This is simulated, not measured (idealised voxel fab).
You're looking at the process module voxel capacitor over wiring.
Square cell edge 5 nm, section width 295 nm, ID cut.
How to read a cross-section here: the picture is a grid of square cells, written as bands going from the top down, and any band can span one or more rows of cells. Band entry format. Leading values: height of top, height of bottom, nm. Remainder: materials in left-to-right order, each with its width in nm. Special words: "all across" on a single material, which then fills the band edge to edge; "air", empty space. The level at which height equals 0 is the one under which the wafer, as it arrives, is entirely one material. No lower edge exists for the bottom band, which continues downward and is notated as in "top 0, no bottom". A width given as "30..40" starts at the first number in the band's top row and ends at the second number in its bottom row, shifting by an equal amount at every step from row to row. A step reported as "no change occurred" is a step in which no cell of the cross-section changed. Under "Closed empty spaces" you'll find the enclosed gaps, the ones with no way out to the top, that are 8 cells or bigger; each reads width x height at distance, with distance counted from the left edge, everything in nm. Anything after a step's settings on that line? It's the simulator's own note about the step. overlay nm: step with mask; distance mask lay right of planned place; negative value = left of planned place.

## Intended process steps
1. RECEIVE with material Si
2. CONFORMAL_DEP with material SiO2, thk nm 10
3. DIRECTIONAL_DEP with material TiN, thk nm 5
4. DIRECTIONAL_DEP with material W, thk nm 25
5. MASKED_ETCH with tone cover, mask id METAL_1, width nm 20, pitch nm 80, etch materials W, depth nm 25, overlay nm 0
6. MASKED_ETCH with tone cover, mask id METAL_1, width nm 20, pitch nm 80, etch materials TiN, depth nm 5, overlay nm 0
7. FILL_DEP with material SiO2, thk nm 5
8. CMP with height nm 40
9. CONFORMAL_DEP with material SiCN, thk nm 5
10. DIRECTIONAL_DEP with material SiO2, thk nm 15
11. DIRECTIONAL_DEP with material aC, thk nm 10
12. PATTERN with tone open, mask id PLUG_1, material resist, width nm 15, thk nm 25, overlay nm 0
13. DIRECTIONAL_ETCH with etch materials aC, depth nm 10
14. STRIP with etch materials resist
15. DIRECTIONAL_ETCH with etch materials SiO2, depth nm 15
16. DIRECTIONAL_ETCH with etch materials SiCN, depth nm 5
17. STRIP with etch materials aC
18. EPI with material Ru, thk nm 10
19. EPI with material Ru, thk nm 10
20. DIRECTIONAL_DEP with material TiN, thk nm 5
21. DIRECTIONAL_DEP with material Al2O3, thk nm 5
22. DIRECTIONAL_DEP with material TiN, thk nm 10
23. MASKED_ETCH with tone cover, mask id UPPER_PLATE, width nm 65, etch materials TiN, depth nm 10, overlay nm 0
24. MASKED_ETCH with tone cover, mask id UPPER_PLATE, width nm 65, etch materials Al2O3, depth nm 5, overlay nm 0
25. PATTERN with tone cover, mask id LOWER_PLATE, material resist, width nm 75, thk nm 15, overlay nm 0
26. DIRECTIONAL_ETCH with etch materials TiN, depth nm 5
27. STRIP with etch materials resist
28. FILL_DEP with material SiO2, thk nm 20
29. CMP with height nm 95
30. DIRECTIONAL_DEP with material aC, thk nm 15
31. PATTERN with tone open, mask id PLUG_2, material resist, width nm 15, thk nm 30, overlay nm 0
32. DIRECTIONAL_ETCH with etch materials aC, depth nm 15
33. STRIP with etch materials resist
34. DIRECTIONAL_ETCH with etch materials SiO2, depth nm 15
35. STRIP with etch materials aC
36. CONFORMAL_DEP with material TiN, thk nm 5
37. FILL_DEP with material Ru, thk nm 5
38. CMP with height nm 95
39. CONFORMAL_DEP with material SiCN, thk nm 5

## What follows covers the first of two wafers; it ran as planned

## So this is the incoming wafer in cross-section - it's already been through step 1
* top 0, no bottom | Si all across
* Closed empty spaces: none

## Presented here is a cross-section of the wafer after step 2 has been performed
* top 10, bottom 0 | SiO2 all across
* Beneath the level 0, the cross-section is identical to its previous state.

## Presented here is a cross-section of the wafer after step 3 has been performed
* top 15, bottom 10 | TiN all across
* Beneath the level 10, the cross-section is identical to its previous state.

## Presented here is a cross-section of the wafer after step 4 has been performed
* top 40, bottom 15 | W all across
* Beneath the level 15, the cross-section is identical to its previous state.

## Presented here is a cross-section of the wafer after step 5 has been performed
* top 40, bottom 15 | 95 air, 20 W, 60 air, 20 W, 100 air
* Beneath the level 15, the cross-section is identical to its previous state.

## Presented here is a cross-section of the wafer after step 6 has been performed
* top 40, bottom 15 | 95 air, 20 W, 60 air, 20 W, 100 air
* top 15, bottom 10 | 95 air, 20 TiN, 60 air, 20 TiN, 100 air
* Beneath the level 10, the cross-section is identical to its previous state.

## Presented here is a cross-section of the wafer after step 7 has been performed
* top 45, bottom 40 | SiO2 all across
* top 40, bottom 15 | 95 SiO2, 20 W, 60 SiO2, 20 W, 100 SiO2
* top 15, bottom 10 | 95 SiO2, 20 TiN, 60 SiO2, 20 TiN, 100 SiO2
* Beneath the level 10, the cross-section is identical to its previous state.

## Presented here is a cross-section of the wafer after step 8 has been performed
* top 40, bottom 15 | 95 SiO2, 20 W, 60 SiO2, 20 W, 100 SiO2
* Beneath the level 15, the cross-section is identical to its previous state.

## Presented here is a cross-section of the wafer after step 9 has been performed
* top 45, bottom 40 | SiCN all across
* Beneath the level 40, the cross-section is identical to its previous state.

## Presented here is a cross-section of the wafer after step 10 has been performed
* top 60, bottom 45 | SiO2 all across
* Beneath the level 45, the cross-section is identical to its previous state.

## Presented here is a cross-section of the wafer after step 11 has been performed
* top 70, bottom 60 | aC all across
* Beneath the level 60, the cross-section is identical to its previous state.

## Presented here is a cross-section of the wafer after step 12 has been performed
* top 95, bottom 70 | 100 resist, 15 air, 180 resist
* Beneath the level 70, the cross-section is identical to its previous state.

## Presented here is a cross-section of the wafer after step 13 has been performed
* top 85, bottom 70 | 100 resist, 15 air, 180 resist
* top 70, bottom 60 | 100 aC, 15 air, 180 aC
* Beneath the level 60, the cross-section is identical to its previous state.

## Presented here is a cross-section of the wafer after step 14 has been performed
* top 70, bottom 60 | 100 aC, 15 air, 180 aC
* Beneath the level 60, the cross-section is identical to its previous state.

## Presented here is a cross-section of the wafer after step 15 has been performed
* top 70, bottom 60 | 100 aC, 15 air, 180 aC
* top 60, bottom 45 | 100 SiO2, 15 air, 180 SiO2
* Beneath the level 45, the cross-section is identical to its previous state.

## Presented here is a cross-section of the wafer after step 16 has been performed
* top 70, bottom 60 | 100 aC, 15 air, 180 aC
* top 60, bottom 45 | 100 SiO2, 15 air, 180 SiO2
* top 45, bottom 40 | 100 SiCN, 15 air, 180 SiCN
* Beneath the level 40, the cross-section is identical to its previous state.

## Presented here is a cross-section of the wafer after step 17 has been performed
* top 60, bottom 45 | 100 SiO2, 15 air, 180 SiO2
* Beneath the level 45, the cross-section is identical to its previous state.

## Presented here is a cross-section of the wafer after step 18 has been performed
* top 60, bottom 50 | 100 SiO2, 15 air, 180 SiO2
* top 50, bottom 45 | 100 SiO2, 15 Ru, 180 SiO2
* top 45, bottom 40 | 100 SiCN, 15 Ru, 180 SiCN
* Beneath the level 40, the cross-section is identical to its previous state.

## Presented here is a cross-section of the wafer after step 19 has been performed
* top 60, bottom 45 | 100 SiO2, 15 Ru, 180 SiO2
* Beneath the level 45, the cross-section is identical to its previous state.

## Presented here is a cross-section of the wafer after step 20 has been performed
* top 65, bottom 60 | TiN all across
* Beneath the level 60, the cross-section is identical to its previous state.

## Presented here is a cross-section of the wafer after step 21 has been performed
* top 70, bottom 65 | Al2O3 all across
* Beneath the level 65, the cross-section is identical to its previous state.

## Presented here is a cross-section of the wafer after step 22 has been performed
* top 80, bottom 70 | TiN all across
* Beneath the level 70, the cross-section is identical to its previous state.

## Presented here is a cross-section of the wafer after step 23 has been performed
* top 80, bottom 70 | 100 air, 65 TiN, 130 air
* Beneath the level 70, the cross-section is identical to its previous state.

## Presented here is a cross-section of the wafer after step 24 has been performed
* top 80, bottom 70 | 100 air, 65 TiN, 130 air
* top 70, bottom 65 | 100 air, 65 Al2O3, 130 air
* Beneath the level 65, the cross-section is identical to its previous state.

## Presented here is a cross-section of the wafer after step 25 has been performed
* top 95, bottom 80 | 95 air, 75 resist, 125 air
* top 80, bottom 70 | 95 air, 5 resist, 65 TiN, 5 resist, 125 air
* top 70, bottom 65 | 95 air, 5 resist, 65 Al2O3, 5 resist, 125 air
* Beneath the level 65, the cross-section is identical to its previous state.

## Presented here is a cross-section of the wafer after step 26 has been performed
* top 95, bottom 80 | 95 air, 75 resist, 125 air
* top 80, bottom 70 | 95 air, 5 resist, 65 TiN, 5 resist, 125 air
* top 70, bottom 65 | 95 air, 5 resist, 65 Al2O3, 5 resist, 125 air
* top 65, bottom 60 | 95 air, 75 TiN, 125 air
* Beneath the level 60, the cross-section is identical to its previous state.

## Presented here is a cross-section of the wafer after step 27 has been performed
* top 80, bottom 70 | 100 air, 65 TiN, 130 air
* top 70, bottom 65 | 100 air, 65 Al2O3, 130 air
* Beneath the level 65, the cross-section is identical to its previous state.

## Presented here is a cross-section of the wafer after step 28 has been performed
* top 100, bottom 80 | SiO2 all across
* top 80, bottom 70 | 100 SiO2, 65 TiN, 130 SiO2
* top 70, bottom 65 | 100 SiO2, 65 Al2O3, 130 SiO2
* top 65, bottom 60 | 95 SiO2, 75 TiN, 125 SiO2
* Beneath the level 60, the cross-section is identical to its previous state.

## Presented here is a cross-section of the wafer after step 29 has been performed
* top 95, bottom 80 | SiO2 all across
* Beneath the level 80, the cross-section is identical to its previous state.

## Presented here is a cross-section of the wafer after step 30 has been performed
* top 110, bottom 95 | aC all across
* Beneath the level 95, the cross-section is identical to its previous state.

## Presented here is a cross-section of the wafer after step 31 has been performed
* top 140, bottom 110 | 110 resist, 15 air, 170 resist
* Beneath the level 110, the cross-section is identical to its previous state.

## Presented here is a cross-section of the wafer after step 32 has been performed
* top 125, bottom 110 | 110 resist, 15 air, 170 resist
* top 110, bottom 95 | 110 aC, 15 air, 170 aC
* Beneath the level 95, the cross-section is identical to its previous state.

## Presented here is a cross-section of the wafer after step 33 has been performed
* top 110, bottom 95 | 110 aC, 15 air, 170 aC
* Beneath the level 95, the cross-section is identical to its previous state.

## Presented here is a cross-section of the wafer after step 34 has been performed
* top 110, bottom 95 | 110 aC, 15 air, 170 aC
* top 95, bottom 80 | 110 SiO2, 15 air, 170 SiO2
* Beneath the level 80, the cross-section is identical to its previous state.

## Presented here is a cross-section of the wafer after step 35 has been performed
* top 95, bottom 80 | 110 SiO2, 15 air, 170 SiO2
* Beneath the level 80, the cross-section is identical to its previous state.

## Presented here is a cross-section of the wafer after step 36 has been performed
* top 100, bottom 95 | 115 TiN, 5 air, 175 TiN
* top 95, bottom 85 | 110 SiO2, 5 TiN, 5 air, 5 TiN, 170 SiO2
* top 85, bottom 80 | 110 SiO2, 15 TiN, 170 SiO2
* Beneath the level 80, the cross-section is identical to its previous state.

## Presented here is a cross-section of the wafer after step 37 has been performed
* top 105, bottom 100 | Ru all across
* top 100, bottom 95 | 115 TiN, 5 Ru, 175 TiN
* top 95, bottom 85 | 110 SiO2, 5 TiN, 5 Ru, 5 TiN, 170 SiO2
* Beneath the level 85, the cross-section is identical to its previous state.

## Presented here is a cross-section of the wafer after step 38 has been performed
* top 95, bottom 85 | 110 SiO2, 5 TiN, 5 Ru, 5 TiN, 170 SiO2
* Beneath the level 85, the cross-section is identical to its previous state.

## Presented here is a cross-section of the wafer after step 39 has been performed
* top 100, bottom 95 | SiCN all across
* Beneath the level 95, the cross-section is identical to its previous state.

## second wafer: like start, like plan, one mistake. Through step 20 it matches the first wafer

## Cross-sectional view of the second wafer at the intended end time of process step 21
* top 75, bottom 60 | TiN all across
* Beneath the level 60, the cross-section is identical to its previous state.

## Cross-sectional view of the second wafer at the intended end time of process step 22
* top 80, bottom 75 | Al2O3 all across
* Beneath the level 75, the cross-section is identical to its previous state.

Cross-sectional view of the second wafer at the intended end time of process step 23: no change occurred

## Cross-sectional view of the second wafer at the intended end time of process step 24
* top 80, bottom 75 | 100 air, 65 Al2O3, 130 air
* Beneath the level 75, the cross-section is identical to its previous state.

## Cross-sectional view of the second wafer at the intended end time of process step 25
* top 95, bottom 80 | 95 air, 75 resist, 125 air
* top 80, bottom 75 | 95 air, 5 resist, 65 Al2O3, 5 resist, 125 air
* Beneath the level 75, the cross-section is identical to its previous state.

## Cross-sectional view of the second wafer at the intended end time of process step 26
* top 95, bottom 80 | 95 air, 75 resist, 125 air
* top 80, bottom 75 | 95 air, 5 resist, 65 Al2O3, 5 resist, 125 air
* top 75, bottom 70 | 95 air, 75 TiN, 125 air
* Beneath the level 70, the cross-section is identical to its previous state.

## Cross-sectional view of the second wafer at the intended end time of process step 27
* top 80, bottom 75 | 100 air, 65 Al2O3, 130 air
* Beneath the level 75, the cross-section is identical to its previous state.

## Cross-sectional view of the second wafer at the intended end time of process step 28
* top 100, bottom 80 | SiO2 all across
* top 80, bottom 75 | 100 SiO2, 65 Al2O3, 130 SiO2
* top 75, bottom 70 | 95 SiO2, 75 TiN, 125 SiO2
* Beneath the level 70, the cross-section is identical to its previous state.

## Cross-sectional view of the second wafer at the intended end time of process step 29
* top 95, bottom 80 | SiO2 all across
* Beneath the level 80, the cross-section is identical to its previous state.

## Cross-sectional view of the second wafer at the intended end time of process step 30
* top 110, bottom 95 | aC all across
* Beneath the level 95, the cross-section is identical to its previous state.

## Cross-sectional view of the second wafer at the intended end time of process step 31
* top 140, bottom 110 | 110 resist, 15 air, 170 resist
* Beneath the level 110, the cross-section is identical to its previous state.

## Cross-sectional view of the second wafer at the intended end time of process step 32
* top 125, bottom 110 | 110 resist, 15 air, 170 resist
* top 110, bottom 95 | 110 aC, 15 air, 170 aC
* Beneath the level 95, the cross-section is identical to its previous state.

## Cross-sectional view of the second wafer at the intended end time of process step 33
* top 110, bottom 95 | 110 aC, 15 air, 170 aC
* Beneath the level 95, the cross-section is identical to its previous state.

## Cross-sectional view of the second wafer at the intended end time of process step 34
* top 110, bottom 95 | 110 aC, 15 air, 170 aC
* top 95, bottom 80 | 110 SiO2, 15 air, 170 SiO2
* Beneath the level 80, the cross-section is identical to its previous state.

## Cross-sectional view of the second wafer at the intended end time of process step 35
* top 95, bottom 80 | 110 SiO2, 15 air, 170 SiO2
* Beneath the level 80, the cross-section is identical to its previous state.

## Cross-sectional view of the second wafer at the intended end time of process step 36
* top 100, bottom 95 | 115 TiN, 5 air, 175 TiN
* top 95, bottom 85 | 110 SiO2, 5 TiN, 5 air, 5 TiN, 170 SiO2
* top 85, bottom 80 | 110 SiO2, 15 TiN, 170 SiO2
* Beneath the level 80, the cross-section is identical to its previous state.

## Cross-sectional view of the second wafer at the intended end time of process step 37
* top 105, bottom 100 | Ru all across
* top 100, bottom 95 | 115 TiN, 5 Ru, 175 TiN
* top 95, bottom 85 | 110 SiO2, 5 TiN, 5 Ru, 5 TiN, 170 SiO2
* Beneath the level 85, the cross-section is identical to its previous state.

## Cross-sectional view of the second wafer at the intended end time of process step 38
* top 95, bottom 85 | 110 SiO2, 5 TiN, 5 Ru, 5 TiN, 170 SiO2
* Beneath the level 85, the cross-section is identical to its previous state.

## Cross-sectional view of the second wafer at the intended end time of process step 39
* top 100, bottom 95 | SiCN all across
* Beneath the level 95, the cross-section is identical to its previous state.
Want to know what went wrong? steps 21 and 22 of the plan were run in the wrong order, each in the other's place
at the end the second wafer has, in cells: SiO2: 92 fewer; TiN: 92 more
